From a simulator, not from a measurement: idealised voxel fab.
process module | voxel released beams
cross-section cut | 200 nm wide | cells 5 nm
A cross-section is a grid of square cells, given in bands from the top down. A band is one or more rows of cells.
Each band's line starts with the height of the band's top and of its bottom, in nm. Then come its materials from left to right, each with its width in nm. One material with "throughout" fills the band from edge to edge. "air" is empty space.
Height 0 is the level under which the wafer as received is all one material. The lowest band goes on downwards, as in "0 down".
A width such as "30 to 40" changes by the same amount from each row of cells to the next, from the band's top row to its bottom row.
"no change" after a step means that no cell of the cross-section changed.
closed voids: empty space of 8 cells or more with no open way to the top, each as width x height at its distance from the left edge, in nm
after a step's settings: what the simulator itself notes on the step
overlay nm, on a step with a mask: how far to the right of its planned place the mask lay; to the left if negative
plan
1 op RECEIVE | material Si
2 op CONFORMAL_DEP | material SiN | thk nm 5
3 op DIRECTIONAL_DEP | material SiO2 | thk nm 15
4 op DIRECTIONAL_DEP | material aC | thk nm 15
5 op PATTERN | tone open | mask id ANCHOR | material resist | width nm 45 | thk nm 30 | overlay nm 0
6 op DIRECTIONAL_ETCH | etch materials aC | depth nm 15
7 op STRIP | etch materials resist
8 op DIRECTIONAL_ETCH | etch materials SiO2 | depth nm 15
9 op STRIP | etch materials aC
10 op CONFORMAL_DEP | material W | thk nm 15
11 op PATTERN | tone cover | mask id BEAM | material resist | width nm 90 | thk nm 20 | overlay nm 0
12 op DIRECTIONAL_ETCH | etch materials W | depth nm 15
13 op STRIP | etch materials resist
14 op STRIP | etch materials SiO2
first wafer, as planned
as received, after step 1
  0 down: Si throughout
  closed voids: none
after step 2
  5 to 0: SiN throughout
  below 0: unchanged
after step 3
  20 to 5: SiO2 throughout
  below 5: unchanged
after step 4
  35 to 20: aC throughout
  below 20: unchanged
after step 5
  65 to 35: resist 55 | air 45 | resist 100
  below 35: unchanged
after step 6
  50 to 35: resist 55 | air 45 | resist 100
  35 to 20: aC 55 | air 45 | aC 100
  below 20: unchanged
after step 7
  35 to 20: aC 55 | air 45 | aC 100
  below 20: unchanged
after step 8
  35 to 20: aC 55 | air 45 | aC 100
  20 to 5: SiO2 55 | air 45 | SiO2 100
  below 5: unchanged
after step 9
  20 to 5: SiO2 55 | air 45 | SiO2 100
  below 5: unchanged
after step 10
  35 to 20: W 70 | air 15 | W 115
  20 to 5: SiO2 55 | W 45 | SiO2 100
  below 5: unchanged
after step 11
  55 to 35: air 50 | resist 90 | air 60
  35 to 20: W 70 | resist 15 | W 115
  below 20: unchanged
after step 12
  55 to 35: air 50 | resist 90 | air 60
  35 to 20: air 50 | W 20 | resist 15 | W 55 | air 60
  below 20: unchanged
after step 13
  35 to 20: air 50 | W 20 | air 15 | W 55 | air 60
  below 20: unchanged
after step 14
  35 to 20: air 50 | W 20 | air 15 | W 55 | air 60
  20 to 5: air 55 | W 45 | air 100
  below 5: unchanged
second wafer: like start, like plan, one mistake. Through step 1 it matches the first wafer
when step 2 should have ended: no change
when step 3 should have ended
  15 to 0: SiO2 throughout
  below 0: unchanged
when step 4 should have ended
  30 to 15: aC throughout
  below 15: unchanged
when step 5 should have ended
  60 to 30: resist 55 | air 45 | resist 100
  below 30: unchanged
when step 6 should have ended
  45 to 30: resist 55 | air 45 | resist 100
  30 to 15: aC 55 | air 45 | aC 100
  below 15: unchanged
when step 7 should have ended
  30 to 15: aC 55 | air 45 | aC 100
  below 15: unchanged
when step 8 should have ended
  30 to 15: aC 55 | air 45 | aC 100
  15 to 0: SiO2 55 | air 45 | SiO2 100
  below 0: unchanged
when step 9 should have ended
  15 to 0: SiO2 55 | air 45 | SiO2 100
  below 0: unchanged
when step 10 should have ended
  30 to 15: W 70 | air 15 | W 115
  15 to 0: SiO2 55 | W 45 | SiO2 100
  below 0: unchanged
when step 11 should have ended
  50 to 30: air 50 | resist 90 | air 60
  30 to 15: W 70 | resist 15 | W 115
  below 15: unchanged
when step 12 should have ended
  50 to 30: air 50 | resist 90 | air 60
  30 to 15: air 50 | W 20 | resist 15 | W 55 | air 60
  below 15: unchanged
when step 13 should have ended
  30 to 15: air 50 | W 20 | air 15 | W 55 | air 60
  below 15: unchanged
when step 14 should have ended
  30 to 15: air 50 | W 20 | air 15 | W 55 | air 60
  15 to 0: air 55 | W 45 | air 100
  below 0: unchanged
what went wrong: step 2 was left out
at the end the second wafer has, in cells: 40 fewer of SiN
